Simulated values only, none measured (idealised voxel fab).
The name of this process module is voxel self aligned contacts.
FYI the section here is cut, 270 nm wide, cells are 5 nm squares.
Cross-section = grid of square cells, listed top down in bands; band = one or more rows.
Top height, bottom height, nm. Materials left to right, width each, nm. Single material + "all across" = fills band edge to edge. "empty" = empty.
Heights from 0 (as-received wafer is one material below). Bottom band endless downward, as "0 and below".
With a width like "30..40", each row of cells in the band differs from the next by the same amount, the top row carrying the first number and the bottom row the second.
Where the words "no modification" appear for a step, the cross-section shows no cell changed by that step; every cell remained as before.
In the "Enclosed void entries" entry, you get each enclosed empty space of 8 cells or more, one with no open way to the top, written width x height at distance, distance from the left edge, in nm.
Step line, after settings: the simulator's comment on this step.
overlay nm: where the mask lay relative to plan, measured to the right, on steps with a mask; negatives go left.

Listed below are the process steps as planned:
- 1: RECEIVE,material Si
- 2: OXIDIZE,depth nm 5
- 3: DIRECTIONAL_DEP,material polySi,thk nm 20
- 4: DIRECTIONAL_DEP,material SiN,thk nm 25
- 5: PATTERN,tone cover,mask id GATE,material resist,width nm 35,pitch nm 75,thk nm 15,overlay nm 0
- 6: DIRECTIONAL_ETCH,etch materials SiN,depth nm 25
- 7: DIRECTIONAL_ETCH,etch materials polySi,depth nm 20
- 8: STRIP,etch materials resist
- 9: CONFORMAL_DEP,material SiN,thk nm 10
- 10: DIRECTIONAL_ETCH,etch materials SiN,depth nm 10
- 11: FILL_DEP,material SiO2,thk nm 20
- 12: CMP,height nm 55
- 13: MASKED_ETCH,tone open,mask id CONTACT,width nm 50,etch materials SiO2,depth nm 60,overlay nm 0
- 14: CONFORMAL_DEP,material TiN,thk nm 5
- 15: FILL_DEP,material Ru,thk nm 5
- 16: CMP,height nm 55
- 17: CONFORMAL_DEP,material SiCN,thk nm 5

Wafer cross-section on receipt, i.e. after step 1:
* 0 and below  Si all across
* Enclosed void entries: none

First of two wafers at the end of the module, shown in cross-section; run carried out as planned:
* 60 down to 55  SiCN all across
* 55 down to 45  SiO2: 110; TiN: 5..20; Ru: 40..10; TiN: 5..20; SiO2: 110
* 45 down to 20  SiO2: 70; SiN: 55; TiN: 5; Ru: 10; TiN: 5; SiN: 55; SiO2: 70
* 20 down to 0  SiO2: 70; SiN: 10; polySi: 35; SiN: 10; TiN: 5; Ru: 10; TiN: 5; SiN: 10; polySi: 35; SiN: 10; SiO2: 70
* 0 down to -5  SiO2: 125; TiN: 20; SiO2: 125
* -5 and below  Si all across
* Enclosed void entries: none

Here's the second of our two wafers sectioned at module end. Same start as the first, same plan, but one mistake got made running it:
* 60 down to 55  SiCN all across
* 55 down to 45  Ru: 105..65; TiN: 5..45; SiO2: 50; TiN: 5..45; Ru: 105..65
* 45 down to 20  Ru: 65; TiN: 5; SiN: 55; SiO2: 20; SiN: 55; TiN: 5; Ru: 65
* 20 down to 0  Ru: 65; TiN: 5; SiN: 10; polySi: 35; SiN: 10; SiO2: 20; SiN: 10; polySi: 35; SiN: 10; TiN: 5; Ru: 65
* 0 down to -5  TiN: 70; SiO2: 130; TiN: 70
* -5 and below  Si all across
* Enclosed void entries: none
Diagnosis: step 13 did not happen as planned, as run it was MASKED_ETCH,tone cover,mask id CONTACT,width nm 50,etch materials SiO2,depth nm 60,overlay nm 0
FYI, end of process, the second wafer has more or fewer cells of some materials than the first: +274 Ru, -308 SiO2, +34 TiN
